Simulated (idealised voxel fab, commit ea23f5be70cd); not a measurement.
The process module presented herein is designated voxel lift off.
Displayed cross-section: cut, width of 285 nm, square cells sized 5 nm.
Throughout this document, each cross-section is represented as a grid of square cells and is presented as a sequence of bands enumerated from the top downward, where a band comprises one or more rows of cells.
Top height, bottom height, nm. Materials left to right, width each, nm. Single material + "full width" = fills band edge to edge. "blank" = empty.
Height reference: 0 = level under which incoming wafer is all one material. Lowest band: no bottom, runs on downward, e.g. "0 -> down".
With a width like "30..40", each row of cells in the band differs from the next by the same amount, the top row carrying the first number and the bottom row the second.
Where a step carries "remains unaltered", the cross-section came out of it unchanged, cell for cell.
Reported under the label "Non-vented voids" are the empty spaces having no open way to the top and comprising 8 cells or more; the notation for each is width x height at distance, in which the distance is measured from the left edge and all three values are in nm.
Whatever follows a step's settings on its line is a remark the simulator itself makes about that step.
The setting "overlay nm" may be written on the line of a step. When the step uses a mask, the value reports how far to the right of the planned place the mask lay, and a negative value reports that it lay to the left.
Listed below are the process steps as planned
1. RECEIVE,material Si
2. CONFORMAL_DEP,material SiO2,thk nm 15
3. PATTERN,tone open,mask id LINES,material resist,width nm 20,pitch nm 35,thk nm 30,overlay nm 0
4. DIRECTIONAL_DEP,material Ru,thk nm 15
5. STRIP,etch materials resist
6. CONFORMAL_DEP,material SiN,thk nm 10
The following pertains to the first of two wafers, which was processed as planned
Cross-section of the incoming wafer, state after step 1
  0 -> down  Si full width
  Non-vented voids: none
After step 2: wafer cross-section
  15 -> 0  SiO2 full width
  Below a height of 0, the structure has not been altered.
After step 3: wafer cross-section
  45 -> 15  resist (95); blank (20); resist (15); blank (20); resist (15); blank (20); resist (100)
  Below a height of 15, the structure has not been altered.
After step 4: wafer cross-section
  60 -> 45  Ru (95); blank (20); Ru (15); blank (20); Ru (15); blank (20); Ru (100)
  45 -> 30  resist (95); blank (20); resist (15); blank (20); resist (15); blank (20); resist (100)
  30 -> 15  resist (95); Ru (20); resist (15); Ru (20); resist (15); Ru (20); resist (100)
  Below a height of 15, the structure has not been altered.
After step 5: wafer cross-section
  30 -> 15  blank (95); Ru (20); blank (15); Ru (20); blank (15); Ru (20); blank (100)
  Below a height of 15, the structure has not been altered.
After step 6: wafer cross-section
  40 -> 30  blank (85); SiN (110); blank (90)
  30 -> 25  blank (85); SiN (10); Ru (20); SiN (15); Ru (20); SiN (15); Ru (20); SiN (10); blank (90)
  25 -> 15  SiN (95); Ru (20); SiN (15); Ru (20); SiN (15); Ru (20); SiN (100)
  Below a height of 15, the structure has not been altered.
Wafer two of the pair: same origin, same plan, one error during the run; identical to wafer one up to and including step 2
Cross-section of the second wafer at the time by which step 3 should have been completed according to the plan
  45 -> 15  blank (95); resist (20); blank (15); resist (20); blank (15); resist (20); blank (100)
  Below a height of 15, the structure has not been altered.
Cross-section of the second wafer at the time by which step 4 should have been completed according to the plan
  60 -> 45  blank (95); Ru (20); blank (15); Ru (20); blank (15); Ru (20); blank (100)
  45 -> 30  blank (95); resist (20); blank (15); resist (20); blank (15); resist (20); blank (100)
  30 -> 15  Ru (95); resist (20); Ru (15); resist (20); Ru (15); resist (20); Ru (100)
  Below a height of 15, the structure has not been altered.
Cross-section of the second wafer at the time by which step 5 should have been completed according to the plan
  30 -> 15  Ru (95); blank (20); Ru (15); blank (20); Ru (15); blank (20); Ru (100)
  Below a height of 15, the structure has not been altered.
Cross-section of the second wafer at the time by which step 6 should have been completed according to the plan
  40 -> 30  SiN full width
  30 -> 15  Ru (95); SiN (20); Ru (15); SiN (20); Ru (15); SiN (20); Ru (100)
  Below a height of 15, the structure has not been altered.
Misprocessing identified: so step 3 ended up running with a different setting than we planned, it ran as PATTERN,tone cover,mask id LINES,material resist,width nm 20,pitch nm 35,thk nm 30,overlay nm 0
Final tally in cells, some materials are higher or lower on the second wafer than on the first: Ru +99 | SiN +6
